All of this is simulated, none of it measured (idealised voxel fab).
Herein follows the process module entitled voxel gate over fins.
Cross-section cut spans 175 nm and uses square cells 5 nm in size.
Think of the cross-section as a grid of square cells. We describe it in bands, top to bottom, and each band covers one or more rows of those cells. It is stipulated that each band's entry specify, in nanometres, the height of the top of the band and then that of its bottom, followed by the materials of the band in left-to-right sequence, each together with its width in nanometres. A single material marked by the word "all across" is understood to fill the band from edge to edge; the word "empty" is understood to denote empty space. Height datum 0, below which the as-received substrate wafer is one material. Lowest band open at the bottom, running downward: "0 -> down". Note: "30..40" means the width goes from the first number (top row of the band) to the second number (bottom row) in equal steps per row of cells. It should be understood that the words "everything unchanged", when stated for a given step, signify that the cross-section underwent no change in any of its cells during that step. Entry "Sealed void listing". Content: empty spaces with no open connection to the top, size 8 cells or greater. Each: width x height at distance. Distance: from left edge. Unit: nm. It should be noted that, on the line of a given step, the content following the step's settings is a remark produced by the simulator itself with respect to that step. Among the settings permitted on a step's line is "overlay nm"; applied to a step with a mask, it specifies the extent to which the mask lay to the right of its planned position, whereas a negative figure signifies a position to the left.
Planned step list for the process
1: RECEIVE: material Si
2: CONFORMAL_DEP: material SiN, thk nm 5
3: DIRECTIONAL_DEP: material aC, thk nm 10
4: PATTERN: tone cover, mask id FINS, material resist, width nm 15, pitch nm 40, thk nm 25, overlay nm 0
5: DIRECTIONAL_ETCH: etch materials aC, depth nm 10
6: STRIP: etch materials resist
7: DIRECTIONAL_ETCH: etch materials SiN, depth nm 5
8: DIRECTIONAL_ETCH: etch materials Si, depth nm 40
9: STRIP: etch materials aC
10: FILL_DEP: material SiO2, thk nm 5
11: CMP: height nm 5
12: SELECTIVE_ETCH: etch materials SiO2, depth nm 20
13: STRIP: etch materials SiN
14: CONFORMAL_DEP: material HfO2, thk nm 5
15: CONFORMAL_DEP: material TiN, thk nm 5
16: FILL_DEP: material W, thk nm 15
17: CMP: height nm 20
18: CONFORMAL_DEP: material SiN, thk nm 5
Cross-section, incoming material, after step 1
0 -> down = Si all across
Sealed void listing: none
Cross-section, first of two wafers, end of module, run as planned
25 -> 20 = SiN all across
20 -> 10 = W all across
10 -> 5 = W 10 / TiN 35 / W 5 / TiN 35 / W 5 / TiN 35 / W 5 / TiN 35 / W 10
5 -> 0 = W 10 / TiN 5 / HfO2 25 / TiN 5 / W 5 / TiN 5 / HfO2 25 / TiN 5 / W 5 / TiN 5 / HfO2 25 / TiN 5 / W 5 / TiN 5 / HfO2 25 / TiN 5 / W 10
0 -> -5 = W 10 / TiN 5 / HfO2 5 / Si 15 / HfO2 5 / TiN 5 / W 5 / TiN 5 / HfO2 5 / Si 15 / HfO2 5 / TiN 5 / W 5 / TiN 5 / HfO2 5 / Si 15 / HfO2 5 / TiN 5 / W 5 / TiN 5 / HfO2 5 / Si 15 / HfO2 5 / TiN 5 / W 10
-5 -> -10 = TiN 15 / HfO2 5 / Si 15 / HfO2 5 / TiN 15 / HfO2 5 / Si 15 / HfO2 5 / TiN 15 / HfO2 5 / Si 15 / HfO2 5 / TiN 15 / HfO2 5 / Si 15 / HfO2 5 / TiN 15
-10 -> -15 = HfO2 20 / Si 15 / HfO2 25 / Si 15 / HfO2 25 / Si 15 / HfO2 25 / Si 15 / HfO2 20
-15 -> -40 = SiO2 20 / Si 15 / SiO2 25 / Si 15 / SiO2 25 / Si 15 / SiO2 25 / Si 15 / SiO2 20
-40 -> down = Si all across
Sealed void listing: none
Second wafer cross-section at end of module - shared start and plan with the first, one mistake in the run
25 -> 20 = SiN all across
20 -> 10 = W all across
10 -> 5 = W 15 / TiN 35 / W 5 / TiN 35 / W 5 / TiN 35 / W 5 / TiN 35 / W 5
5 -> 0 = W 15 / TiN 5 / HfO2 25 / TiN 5 / W 5 / TiN 5 / HfO2 25 / TiN 5 / W 5 / TiN 5 / HfO2 25 / TiN 5 / W 5 / TiN 5 / HfO2 25 / TiN 5 / W 5
0 -> -5 = W 15 / TiN 5 / HfO2 5 / Si 15 / HfO2 5 / TiN 5 / W 5 / TiN 5 / HfO2 5 / Si 15 / HfO2 5 / TiN 5 / W 5 / TiN 5 / HfO2 5 / Si 15 / HfO2 5 / TiN 5 / W 5 / TiN 5 / HfO2 5 / Si 15 / HfO2 5 / TiN 5 / W 5
-5 -> -10 = TiN 20 / HfO2 5 / Si 15 / HfO2 5 / TiN 15 / HfO2 5 / Si 15 / HfO2 5 / TiN 15 / HfO2 5 / Si 15 / HfO2 5 / TiN 15 / HfO2 5 / Si 15 / HfO2 5 / TiN 10
-10 -> -15 = HfO2 25 / Si 15 / HfO2 25 / Si 15 / HfO2 25 / Si 15 / HfO2 25 / Si 15 / HfO2 15
-15 -> -40 = SiO2 25 / Si 15 / SiO2 25 / Si 15 / SiO2 25 / Si 15 / SiO2 25 / Si 15 / SiO2 15
-40 -> down = Si all across
Sealed void listing: none
Run error: step 4: run off-plan, actual operation and settings PATTERN: tone cover, mask id FINS, material resist, width nm 15, pitch nm 40, thk nm 25, overlay nm 5
Tallied in cells, the final second wafer holds each material in the same quantity as the first, although not at the same places.
